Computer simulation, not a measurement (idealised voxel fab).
Herein follows the process module entitled voxel ribs on slabs.
In the cross-section labelled cut, the width is 265 nm and each square cell is 5 nm.
The cross-sections in this document take the form of a grid made of square cells. They are written out as bands, in order from top to bottom. Each band consists of one or more rows of cells. Heights first: top, then bottom, in nm. Then materials, left to right, each with a width in nm. "everywhere" on a single material: fills the band edge to edge. "blank": empty space. Where do heights start? At 0: under that level the wafer as delivered is made of one material only. And the lowest band has no floor; it just carries on downward, as in "z 0 and below". Width "30..40": first value at the band's top row of cells, second value at its bottom row, equal change from row to row. What does "nothing altered" mean for a step? It means no cell of the cross-section changed in that step. Each empty space that has no open way to the top and spans at least 8 cells appears under "Closed cavity list" as width x height at distance, the distance counted from the left edge, all in nm. Post-settings text on a step line: simulator's own remark regarding the step. overlay nm: where the mask lay relative to plan, measured to the right, on steps with a mask; negatives go left.

The process steps that were planned are listed below
step 1: RECEIVE,material Si
step 2: DIRECTIONAL_DEP,material SiO2,thk nm 30
step 3: DIRECTIONAL_DEP,material polySi,thk nm 20
step 4: DIRECTIONAL_DEP,material aC,thk nm 15
step 5: PATTERN,tone cover,mask id RIB,material resist,width nm 30,thk nm 35,overlay nm 0
step 6: DIRECTIONAL_ETCH,etch materials aC,depth nm 15
step 7: STRIP,etch materials resist
step 8: DIRECTIONAL_ETCH,etch materials polySi,depth nm 10
step 9: STRIP,etch materials aC
step 10: DIRECTIONAL_DEP,material aC,thk nm 10
step 11: PATTERN,tone cover,mask id SLAB,material resist,width nm 80,thk nm 25,overlay nm 0
step 12: DIRECTIONAL_ETCH,etch materials aC,depth nm 10
step 13: STRIP,etch materials resist
step 14: DIRECTIONAL_ETCH,etch materials polySi,depth nm 10
step 15: STRIP,etch materials aC
step 16: FILL_DEP,material SiO2,thk nm 25
step 17: CMP,height nm 70
step 18: DIRECTIONAL_DEP,material W,thk nm 10
step 19: MASKED_ETCH,tone cover,mask id HEATER,width nm 40,etch materials W,depth nm 10,overlay nm 0
step 20: CONFORMAL_DEP,material SiO2,thk nm 10

First of two wafers, processed according to plan

Wafer as received: cross-section following step 1
> z 0 and below = Si everywhere
> Closed cavity list: none

After step 2: wafer cross-section
> z 30 to 0 = SiO2 everywhere
> Note: structure below 0 unchanged.

After step 3: wafer cross-section
> z 50 to 30 = polySi everywhere
> Note: structure below 30 unchanged.

After step 4: wafer cross-section
> z 65 to 50 = aC everywhere
> Note: structure below 50 unchanged.

After step 5: wafer cross-section
> z 100 to 65 = 115 blank, then 30 resist, then 120 blank
> Note: structure below 65 unchanged.

After step 6: wafer cross-section
> z 85 to 65 = 115 blank, then 30 resist, then 120 blank
> z 65 to 50 = 115 blank, then 30 aC, then 120 blank
> Note: structure below 50 unchanged.

After step 7: wafer cross-section
> z 65 to 50 = 115 blank, then 30 aC, then 120 blank
> Note: structure below 50 unchanged.

After step 8: wafer cross-section
> z 65 to 50 = 115 blank, then 30 aC, then 120 blank
> z 50 to 40 = 115 blank, then 30 polySi, then 120 blank
> Note: structure below 40 unchanged.

After step 9: wafer cross-section
> z 50 to 40 = 115 blank, then 30 polySi, then 120 blank
> Note: structure below 40 unchanged.

After step 10: wafer cross-section
> z 60 to 50 = 115 blank, then 30 aC, then 120 blank
> z 50 to 40 = 115 aC, then 30 polySi, then 120 aC
> Note: structure below 40 unchanged.

After step 11: wafer cross-section
> z 85 to 60 = 90 blank, then 80 resist, then 95 blank
> z 60 to 50 = 90 blank, then 25 resist, then 30 aC, then 25 resist, then 95 blank
> Note: structure below 50 unchanged.

After step 12: wafer cross-section
> z 75 to 60 = 90 blank, then 80 resist, then 95 blank
> z 60 to 50 = 90 blank, then 25 resist, then 30 aC, then 25 resist, then 95 blank
> z 50 to 40 = 90 blank, then 25 aC, then 30 polySi, then 25 aC, then 95 blank
> Note: structure below 40 unchanged.

After step 13: wafer cross-section
> z 60 to 50 = 115 blank, then 30 aC, then 120 blank
> Note: structure below 50 unchanged.

After step 14: wafer cross-section
> z 60 to 50 = 115 blank, then 30 aC, then 120 blank
> z 50 to 40 = 90 blank, then 25 aC, then 30 polySi, then 25 aC, then 95 blank
> z 40 to 30 = 90 blank, then 80 polySi, then 95 blank
> Note: structure below 30 unchanged.

After step 15: wafer cross-section
> z 50 to 40 = 115 blank, then 30 polySi, then 120 blank
> Note: structure below 40 unchanged.

After step 16: wafer cross-section
> z 75 to 50 = SiO2 everywhere
> z 50 to 40 = 115 SiO2, then 30 polySi, then 120 SiO2
> z 40 to 30 = 90 SiO2, then 80 polySi, then 95 SiO2
> Note: structure below 30 unchanged.

After step 17: wafer cross-section
> z 70 to 50 = SiO2 everywhere
> Note: structure below 50 unchanged.

After step 18: wafer cross-section
> z 80 to 70 = W everywhere
> Note: structure below 70 unchanged.

After step 19: wafer cross-section
> z 80 to 70 = 110 blank, then 40 W, then 115 blank
> Note: structure below 70 unchanged.

After step 20: wafer cross-section
> z 90 to 80 = 100 blank, then 60 SiO2, then 105 blank
> z 80 to 70 = 110 SiO2, then 40 W, then 115 SiO2
> Note: structure below 70 unchanged.

Notes, second wafer: start = first wafer's, plan = first wafer's, execution had one mistake; history identical to first through step 15

Second wafer, cut view, end of step 16 per plan
> z 75 to 50 = W everywhere
> z 50 to 40 = 115 W, then 30 polySi, then 120 W
> z 40 to 30 = 90 W, then 80 polySi, then 95 W
> Note: structure below 30 unchanged.

Second wafer, cut view, end of step 17 per plan
> z 70 to 50 = W everywhere
> Note: structure below 50 unchanged.

Second wafer, cut view, end of step 18 per plan
> z 80 to 50 = W everywhere
> Note: structure below 50 unchanged.

Second wafer, cut view, end of step 19 per plan
> z 80 to 70 = 110 blank, then 40 W, then 115 blank
> Note: structure below 70 unchanged.

Second wafer, cut view, end of step 20 per plan
> z 90 to 80 = 100 blank, then 60 SiO2, then 105 blank
> z 80 to 70 = 110 SiO2, then 40 W, then 115 SiO2
> Note: structure below 70 unchanged.
The mistake made against the process plan was this: off-plan run, step 16, actual operation and settings FILL_DEP,material W,thk nm 25
Per the end-of-run cell counts, the second wafer holds more or fewer of some materials than the first: -380 SiO2; +380 W
